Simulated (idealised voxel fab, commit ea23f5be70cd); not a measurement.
You're looking at the process module voxel self aligned contacts.
We display cut, a cross-section 265 nm in width whose square cells are each 5 nm.
Think of the cross-section as a grid of square cells. We describe it in bands, top to bottom, and each band covers one or more rows of those cells.
Within each band entry, the heights of the top and of the bottom of the band appear first, in that order and in nm; the materials of the band then follow from left to right, each with its corresponding width in nm. The designation "everywhere" on a single material indicates that it fills the band from edge to edge; the designation "air" indicates empty space.
It should be noted that heights are counted from 0, beneath which the wafer as supplied is of one material throughout, and that the lowest band possesses no lower boundary but continues downward, as written in "top 0, no bottom".
So if you see something like "30..40" for the width, read it as the top row of the band sitting at the first number and the bottom row at the second, with every row in between moving by the same amount as the last.
Any step labelled "nothing got changed" changed none of the cells in the cross-section.
"Tabulated closed voids" - sealed voids, min. 8 cells, no opening to top; format: width x height at distance (distance from left edge; nm throughout).
Step line, after settings: the simulator's comment on this step.
overlay nm: mask right of planned place by this much (step with mask). Neg. = left.

INTENDED PROCESS STEPS
1 RECEIVE [material Si]
2 OXIDIZE [depth nm 5]
3 DIRECTIONAL_DEP [material polySi] [thk nm 30]
4 DIRECTIONAL_DEP [material SiN] [thk nm 20]
5 DIRECTIONAL_DEP [material aC] [thk nm 15]
6 PATTERN [tone cover] [mask id GATE] [material resist] [width nm 35] [pitch nm 70] [thk nm 30] [overlay nm 0]
7 DIRECTIONAL_ETCH [etch materials aC] [depth nm 15]
8 STRIP [etch materials resist]
9 DIRECTIONAL_ETCH [etch materials SiN] [depth nm 20]
10 DIRECTIONAL_ETCH [etch materials polySi] [depth nm 30]
11 STRIP [etch materials aC]
12 CONFORMAL_DEP [material SiN] [thk nm 5]
13 DIRECTIONAL_ETCH [etch materials SiN] [depth nm 5]
14 FILL_DEP [material SiO2] [thk nm 10]
15 CMP [height nm 55]
16 PATTERN [tone open] [mask id CONTACT] [material resist] [width nm 55] [thk nm 15] [overlay nm 0]
17 DIRECTIONAL_ETCH [etch materials SiO2] [depth nm 60]
18 STRIP [etch materials resist]
19 CONFORMAL_DEP [material TiN] [thk nm 5]
20 FILL_DEP [material Ru] [thk nm 10]
21 CMP [height nm 55]
22 CONFORMAL_DEP [material SiN] [thk nm 5]

FIRST WAFER, TWO IN TOTAL, RUN AS PLANNED

HERE'S WHAT THE WAFER LOOKED LIKE IN CROSS-SECTION WHEN IT ARRIVED - THAT'S AFTER STEP 1
	top 0, no bottom: Si everywhere
	Tabulated closed voids: none

AFTER STEP 2, IN CROSS-SECTION
	top 0, bottom -5: SiO2 everywhere
	Nothing below the height -5 has changed.

AFTER STEP 3, IN CROSS-SECTION
	top 30, bottom 0: polySi everywhere
	Nothing below the height 0 has changed.

AFTER STEP 4, IN CROSS-SECTION
	top 50, bottom 30: SiN everywhere
	Nothing below the height 30 has changed.

AFTER STEP 5, IN CROSS-SECTION
	top 65, bottom 50: aC everywhere
	Nothing below the height 50 has changed.

AFTER STEP 6, IN CROSS-SECTION
	top 95, bottom 65: air 80 nm; resist 35 nm; air 35 nm; resist 35 nm; air 80 nm
	Nothing below the height 65 has changed.

AFTER STEP 7, IN CROSS-SECTION
	top 80, bottom 65: air 80 nm; resist 35 nm; air 35 nm; resist 35 nm; air 80 nm
	top 65, bottom 50: air 80 nm; aC 35 nm; air 35 nm; aC 35 nm; air 80 nm
	Nothing below the height 50 has changed.

AFTER STEP 8, IN CROSS-SECTION
	top 65, bottom 50: air 80 nm; aC 35 nm; air 35 nm; aC 35 nm; air 80 nm
	Nothing below the height 50 has changed.

AFTER STEP 9, IN CROSS-SECTION
	top 65, bottom 50: air 80 nm; aC 35 nm; air 35 nm; aC 35 nm; air 80 nm
	top 50, bottom 30: air 80 nm; SiN 35 nm; air 35 nm; SiN 35 nm; air 80 nm
	Nothing below the height 30 has changed.

AFTER STEP 10, IN CROSS-SECTION
	top 65, bottom 50: air 80 nm; aC 35 nm; air 35 nm; aC 35 nm; air 80 nm
	top 50, bottom 30: air 80 nm; SiN 35 nm; air 35 nm; SiN 35 nm; air 80 nm
	top 30, bottom 0: air 80 nm; polySi 35 nm; air 35 nm; polySi 35 nm; air 80 nm
	Nothing below the height 0 has changed.

AFTER STEP 11, IN CROSS-SECTION
	top 50, bottom 30: air 80 nm; SiN 35 nm; air 35 nm; SiN 35 nm; air 80 nm
	Nothing below the height 30 has changed.

AFTER STEP 12, IN CROSS-SECTION
	top 55, bottom 30: air 75 nm; SiN 45 nm; air 25 nm; SiN 45 nm; air 75 nm
	top 30, bottom 5: air 75 nm; SiN 5 nm; polySi 35 nm; SiN 5 nm; air 25 nm; SiN 5 nm; polySi 35 nm; SiN 5 nm; air 75 nm
	top 5, bottom 0: SiN 80 nm; polySi 35 nm; SiN 35 nm; polySi 35 nm; SiN 80 nm
	Nothing below the height 0 has changed.

AFTER STEP 13, IN CROSS-SECTION
	top 50, bottom 30: air 75 nm; SiN 45 nm; air 25 nm; SiN 45 nm; air 75 nm
	top 30, bottom 0: air 75 nm; SiN 5 nm; polySi 35 nm; SiN 5 nm; air 25 nm; SiN 5 nm; polySi 35 nm; SiN 5 nm; air 75 nm
	Nothing below the height 0 has changed.

AFTER STEP 14, IN CROSS-SECTION
	top 60, bottom 50: SiO2 everywhere
	top 50, bottom 30: SiO2 75 nm; SiN 45 nm; SiO2 25 nm; SiN 45 nm; SiO2 75 nm
	top 30, bottom 0: SiO2 75 nm; SiN 5 nm; polySi 35 nm; SiN 5 nm; SiO2 25 nm; SiN 5 nm; polySi 35 nm; SiN 5 nm; SiO2 75 nm
	Nothing below the height 0 has changed.

AFTER STEP 15, IN CROSS-SECTION
	top 55, bottom 50: SiO2 everywhere
	Nothing below the height 50 has changed.

AFTER STEP 16, IN CROSS-SECTION
	top 70, bottom 55: resist 105 nm; air 55 nm; resist 105 nm
	Nothing below the height 55 has changed.

AFTER STEP 17, IN CROSS-SECTION
	top 70, bottom 55: resist 105 nm; air 55 nm; resist 105 nm
	top 55, bottom 50: SiO2 105 nm; air 55 nm; SiO2 105 nm
	top 50, bottom 30: SiO2 75 nm; SiN 45 nm; air 25 nm; SiN 45 nm; SiO2 75 nm
	top 30, bottom 0: SiO2 75 nm; SiN 5 nm; polySi 35 nm; SiN 5 nm; air 25 nm; SiN 5 nm; polySi 35 nm; SiN 5 nm; SiO2 75 nm
	top 0, bottom -5: SiO2 120 nm; air 25 nm; SiO2 120 nm
	Nothing below the height -5 has changed.

AFTER STEP 18, IN CROSS-SECTION
	top 55, bottom 50: SiO2 105 nm; air 55 nm; SiO2 105 nm
	Nothing below the height 50 has changed.

AFTER STEP 19, IN CROSS-SECTION
	top 60, bottom 55: TiN 110 nm; air 45 nm; TiN 110 nm
	top 55, bottom 50: SiO2 105 nm; TiN 20 nm; air 15 nm; TiN 20 nm; SiO2 105 nm
	top 50, bottom 30: SiO2 75 nm; SiN 45 nm; TiN 5 nm; air 15 nm; TiN 5 nm; SiN 45 nm; SiO2 75 nm
	top 30, bottom 0: SiO2 75 nm; SiN 5 nm; polySi 35 nm; SiN 5 nm; TiN 5 nm; air 15 nm; TiN 5 nm; SiN 5 nm; polySi 35 nm; SiN 5 nm; SiO2 75 nm
	top 0, bottom -5: SiO2 120 nm; TiN 25 nm; SiO2 120 nm
	Nothing below the height -5 has changed.

AFTER STEP 20, IN CROSS-SECTION
	top 70, bottom 60: Ru everywhere
	top 60, bottom 55: TiN 110 nm; Ru 45 nm; TiN 110 nm
	top 55, bottom 50: SiO2 105 nm; TiN 20 nm; Ru 15 nm; TiN 20 nm; SiO2 105 nm
	top 50, bottom 30: SiO2 75 nm; SiN 45 nm; TiN 5 nm; Ru 15 nm; TiN 5 nm; SiN 45 nm; SiO2 75 nm
	top 30, bottom 0: SiO2 75 nm; SiN 5 nm; polySi 35 nm; SiN 5 nm; TiN 5 nm; Ru 15 nm; TiN 5 nm; SiN 5 nm; polySi 35 nm; SiN 5 nm; SiO2 75 nm
	Nothing below the height 0 has changed.

AFTER STEP 21, IN CROSS-SECTION
	top 55, bottom 50: SiO2 105 nm; TiN 20 nm; Ru 15 nm; TiN 20 nm; SiO2 105 nm
	Nothing below the height 50 has changed.

AFTER STEP 22, IN CROSS-SECTION
	top 60, bottom 55: SiN everywhere
	Nothing below the height 55 has changed.

NOTES, SECOND WAFER: START = FIRST WAFER'S, PLAN = FIRST WAFER'S, EXECUTION HAD ONE MISTAKE; HISTORY IDENTICAL TO FIRST THROUGH STEP 20

Cross-section of the second wafer at the time step 21 of the plan should have ended: nothing got changed

CROSS-SECTION OF THE SECOND WAFER AT THE TIME STEP 22 OF THE PLAN SHOULD HAVE ENDED
	top 75, bottom 70: SiN everywhere
	Nothing below the height 70 has changed.
Deviation from plan: step 21 of the plan got skipped, so it never ran
Final difference in cells, second wafer against first, listed per material as more or fewer: Ru: 115 more, TiN: 44 more
